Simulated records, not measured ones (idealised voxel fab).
The document below concerns the process module designated voxel self aligned vias.
In the cross-section labelled cut, the width is 270 nm and each square cell is 5 nm.
Notation: cross-section as square-cell grid; stated in bands, top first, going down; one or more cell rows per band. For a band, the entry starts with two heights in nm, that of the top and then that of the bottom, and carries on with the band's materials in order from left to right, each alongside its width in nm; the word "everywhere" beside a single material means it fills the band edge to edge, and "blank" means empty space. Heads up on the height convention: 0 is the point under which the incoming wafer is all one material, and the lowest band has no bottom, it just keeps going down, like "z 0 and below". A two-number width, for instance "30..40", indicates that the width is equal to the first number in the top row of the band and to the second number in the bottom row, and that it changes by a constant amount per row of cells. Where the words "same as before" appear for a step, the cross-section shows no cell changed by that step; every cell remained as before. The list in "Sealed void list" covers empty spaces of 8 cells or more that cannot reach the top through any open way, and it gives each as width x height at distance; the distance is from the left edge, and width, height and distance are in nm. Post-settings text on a step line: simulator's own remark regarding the step. Each step line may optionally specify "overlay nm", which for a step with a mask gives the rightward distance between the mask's planned place and where it lay, a negative value indicating the leftward direction.
### Steps in the process plan
1) RECEIVE [material Si]
2) CONFORMAL_DEP [material SiO2] [thk nm 15]
3) CONFORMAL_DEP [material SiCN] [thk nm 5]
4) DIRECTIONAL_DEP [material SiO2] [thk nm 25]
5) MASKED_ETCH [tone open] [mask id LINES] [width nm 30] [pitch nm 80] [etch materials SiO2] [depth nm 25] [overlay nm 0]
6) CONFORMAL_DEP [material TiN] [thk nm 5]
7) FILL_DEP [material W] [thk nm 10]
8) CMP [height nm 45]
9) SELECTIVE_ETCH [etch materials W Ru TiN] [depth nm 10]
10) FILL_DEP [material SiN] [thk nm 10]
11) CMP [height nm 45]
12) DIRECTIONAL_DEP [material SiO2] [thk nm 15]
13) PATTERN [tone open] [mask id VIAS] [material resist] [width nm 50] [pitch nm 80] [thk nm 20] [overlay nm 0]
14) DIRECTIONAL_ETCH [etch materials SiO2] [depth nm 15]
15) DIRECTIONAL_ETCH [etch materials SiN] [depth nm 10]
16) STRIP [etch materials resist]
17) CONFORMAL_DEP [material TiN] [thk nm 5]
18) FILL_DEP [material W] [thk nm 10]
19) CMP [height nm 60]
20) CONFORMAL_DEP [material SiCN] [thk nm 5]
### First of the two wafers, run per plan
### Cross-section: wafer on arrival = after step 1
> z 0 and below: Si everywhere
> Sealed void list: none
### Step 2 done - wafer cross-section
> z 15 to 0: SiO2 everywhere
> Under the height 0 nothing was changed.
### Step 3 done - wafer cross-section
> z 20 to 15: SiCN everywhere
> Under the height 15 nothing was changed.
### Step 4 done - wafer cross-section
> z 45 to 20: SiO2 everywhere
> Under the height 20 nothing was changed.
### Step 5 done - wafer cross-section
> z 45 to 20: 80 SiO2 / 30 blank / 50 SiO2 / 30 blank / 80 SiO2
> Under the height 20 nothing was changed.
### Step 6 done - wafer cross-section
> z 50 to 45: 85 TiN / 20 blank / 60 TiN / 20 blank / 85 TiN
> z 45 to 25: 80 SiO2 / 5 TiN / 20 blank / 5 TiN / 50 SiO2 / 5 TiN / 20 blank / 5 TiN / 80 SiO2
> z 25 to 20: 80 SiO2 / 30 TiN / 50 SiO2 / 30 TiN / 80 SiO2
> Under the height 20 nothing was changed.
### Step 7 done - wafer cross-section
> z 60 to 50: W everywhere
> z 50 to 45: 85 TiN / 20 W / 60 TiN / 20 W / 85 TiN
> z 45 to 25: 80 SiO2 / 5 TiN / 20 W / 5 TiN / 50 SiO2 / 5 TiN / 20 W / 5 TiN / 80 SiO2
> Under the height 25 nothing was changed.
### Step 8 done - wafer cross-section
> z 45 to 25: 80 SiO2 / 5 TiN / 20 W / 5 TiN / 50 SiO2 / 5 TiN / 20 W / 5 TiN / 80 SiO2
> Under the height 25 nothing was changed.
### Step 9 done - wafer cross-section
> z 45 to 35: 80 SiO2 / 30 blank / 50 SiO2 / 30 blank / 80 SiO2
> Under the height 35 nothing was changed.
### Step 10 done - wafer cross-section
> z 55 to 45: SiN everywhere
> z 45 to 35: 80 SiO2 / 30 SiN / 50 SiO2 / 30 SiN / 80 SiO2
> Under the height 35 nothing was changed.
### Step 11 done - wafer cross-section
> z 45 to 35: 80 SiO2 / 30 SiN / 50 SiO2 / 30 SiN / 80 SiO2
> Under the height 35 nothing was changed.
### Step 12 done - wafer cross-section
> z 60 to 45: SiO2 everywhere
> Under the height 45 nothing was changed.
### Step 13 done - wafer cross-section
> z 80 to 60: 70 resist / 50 blank / 30 resist / 50 blank / 70 resist
> Under the height 60 nothing was changed.
### Step 14 done - wafer cross-section
> z 80 to 60: 70 resist / 50 blank / 30 resist / 50 blank / 70 resist
> z 60 to 45: 70 SiO2 / 50 blank / 30 SiO2 / 50 blank / 70 SiO2
> Under the height 45 nothing was changed.
### Step 15 done - wafer cross-section
> z 80 to 60: 70 resist / 50 blank / 30 resist / 50 blank / 70 resist
> z 60 to 45: 70 SiO2 / 50 blank / 30 SiO2 / 50 blank / 70 SiO2
> z 45 to 35: 80 SiO2 / 30 blank / 50 SiO2 / 30 blank / 80 SiO2
> Under the height 35 nothing was changed.
### Step 16 done - wafer cross-section
> z 60 to 45: 70 SiO2 / 50 blank / 30 SiO2 / 50 blank / 70 SiO2
> Under the height 45 nothing was changed.
### Step 17 done - wafer cross-section
> z 65 to 60: 75 TiN / 40 blank / 40 TiN / 40 blank / 75 TiN
> z 60 to 50: 70 SiO2 / 5 TiN / 40 blank / 5 TiN / 30 SiO2 / 5 TiN / 40 blank / 5 TiN / 70 SiO2
> z 50 to 40: 70..80 SiO2 / 15..5 TiN / 20 blank / 15..5 TiN / 30..50 SiO2 / 15..5 TiN / 20 blank / 15..5 TiN / 70..80 SiO2
> z 40 to 35: 80 SiO2 / 30 TiN / 50 SiO2 / 30 TiN / 80 SiO2
> Under the height 35 nothing was changed.
### Step 18 done - wafer cross-section
> z 75 to 65: W everywhere
> z 65 to 60: 75 TiN / 40 W / 40 TiN / 40 W / 75 TiN
> z 60 to 50: 70 SiO2 / 5 TiN / 40 W / 5 TiN / 30 SiO2 / 5 TiN / 40 W / 5 TiN / 70 SiO2
> z 50 to 40: 70..80 SiO2 / 15..5 TiN / 20 W / 15..5 TiN / 30..50 SiO2 / 15..5 TiN / 20 W / 15..5 TiN / 70..80 SiO2
> Under the height 40 nothing was changed.
### Step 19 done - wafer cross-section
> z 60 to 50: 70 SiO2 / 5 TiN / 40 W / 5 TiN / 30 SiO2 / 5 TiN / 40 W / 5 TiN / 70 SiO2
> Under the height 50 nothing was changed.
### Step 20 done - wafer cross-section
> z 65 to 60: SiCN everywhere
> Under the height 60 nothing was changed.
### Now the other wafer: same start, same recipe, but we messed up one thing when running it. Up to and including step 4 it's the same as the first one
### The second wafer in cross-section, at the planned close of step 5
> z 45 to 20: 75 SiO2 / 30 blank / 50 SiO2 / 30 blank / 85 SiO2
> Under the height 20 nothing was changed.
### The second wafer in cross-section, at the planned close of step 6
> z 50 to 45: 80 TiN / 20 blank / 60 TiN / 20 blank / 90 TiN
> z 45 to 25: 75 SiO2 / 5 TiN / 20 blank / 5 TiN / 50 SiO2 / 5 TiN / 20 blank / 5 TiN / 85 SiO2
> z 25 to 20: 75 SiO2 / 30 TiN / 50 SiO2 / 30 TiN / 85 SiO2
> Under the height 20 nothing was changed.
### The second wafer in cross-section, at the planned close of step 7
> z 60 to 50: W everywhere
> z 50 to 45: 80 TiN / 20 W / 60 TiN / 20 W / 90 TiN
> z 45 to 25: 75 SiO2 / 5 TiN / 20 W / 5 TiN / 50 SiO2 / 5 TiN / 20 W / 5 TiN / 85 SiO2
> Under the height 25 nothing was changed.
### The second wafer in cross-section, at the planned close of step 8
> z 45 to 25: 75 SiO2 / 5 TiN / 20 W / 5 TiN / 50 SiO2 / 5 TiN / 20 W / 5 TiN / 85 SiO2
> Under the height 25 nothing was changed.
### The second wafer in cross-section, at the planned close of step 9
> z 45 to 35: 75 SiO2 / 30 blank / 50 SiO2 / 30 blank / 85 SiO2
> Under the height 35 nothing was changed.
### The second wafer in cross-section, at the planned close of step 10
> z 55 to 45: SiN everywhere
> z 45 to 35: 75 SiO2 / 30 SiN / 50 SiO2 / 30 SiN / 85 SiO2
> Under the height 35 nothing was changed.
### The second wafer in cross-section, at the planned close of step 11
> z 45 to 35: 75 SiO2 / 30 SiN / 50 SiO2 / 30 SiN / 85 SiO2
> Under the height 35 nothing was changed.
### The second wafer in cross-section, at the planned close of step 12
> z 60 to 45: SiO2 everywhere
> Under the height 45 nothing was changed.
### The second wafer in cross-section, at the planned close of step 13
> z 80 to 60: 70 resist / 50 blank / 30 resist / 50 blank / 70 resist
> Under the height 60 nothing was changed.
### The second wafer in cross-section, at the planned close of step 14
> z 80 to 60: 70 resist / 50 blank / 30 resist / 50 blank / 70 resist
> z 60 to 45: 70 SiO2 / 50 blank / 30 SiO2 / 50 blank / 70 SiO2
> Under the height 45 nothing was changed.
### The second wafer in cross-section, at the planned close of step 15
> z 80 to 60: 70 resist / 50 blank / 30 resist / 50 blank / 70 resist
> z 60 to 45: 70 SiO2 / 50 blank / 30 SiO2 / 50 blank / 70 SiO2
> z 45 to 35: 75 SiO2 / 30 blank / 50 SiO2 / 30 blank / 85 SiO2
> Under the height 35 nothing was changed.
### The second wafer in cross-section, at the planned close of step 16
> z 60 to 45: 70 SiO2 / 50 blank / 30 SiO2 / 50 blank / 70 SiO2
> Under the height 45 nothing was changed.
### The second wafer in cross-section, at the planned close of step 17
> z 65 to 60: 75 TiN / 40 blank / 40 TiN / 40 blank / 75 TiN
> z 60 to 50: 70 SiO2 / 5 TiN / 40 blank / 5 TiN / 30 SiO2 / 5 TiN / 40 blank / 5 TiN / 70 SiO2
> z 50 to 40: 70..75 SiO2 / 10..5 TiN / 20 blank / 20..5 TiN / 30..50 SiO2 / 10..5 TiN / 20 blank / 20..5 TiN / 70..85 SiO2
> z 40 to 35: 75 SiO2 / 30 TiN / 50 SiO2 / 30 TiN / 85 SiO2
> Under the height 35 nothing was changed.
### The second wafer in cross-section, at the planned close of step 18
> z 75 to 65: W everywhere
> z 65 to 60: 75 TiN / 40 W / 40 TiN / 40 W / 75 TiN
> z 60 to 50: 70 SiO2 / 5 TiN / 40 W / 5 TiN / 30 SiO2 / 5 TiN / 40 W / 5 TiN / 70 SiO2
> z 50 to 40: 70..75 SiO2 / 10..5 TiN / 20 W / 20..5 TiN / 30..50 SiO2 / 10..5 TiN / 20 W / 20..5 TiN / 70..85 SiO2
> Under the height 40 nothing was changed.
### The second wafer in cross-section, at the planned close of step 19
> z 60 to 50: 70 SiO2 / 5 TiN / 40 W / 5 TiN / 30 SiO2 / 5 TiN / 40 W / 5 TiN / 70 SiO2
> Under the height 50 nothing was changed.
### The second wafer in cross-section, at the planned close of step 20
> z 65 to 60: SiCN everywhere
> Under the height 60 nothing was changed.
Run error: step 5 went in with a setting other than planned; the actual run was MASKED_ETCH [tone open] [mask id LINES] [width nm 30] [pitch nm 80] [etch materials SiO2] [depth nm 25] [overlay nm -5]
If you tally the cells, the second wafer ends up with the same amount of every material as the first; it's all just sitting in different places.
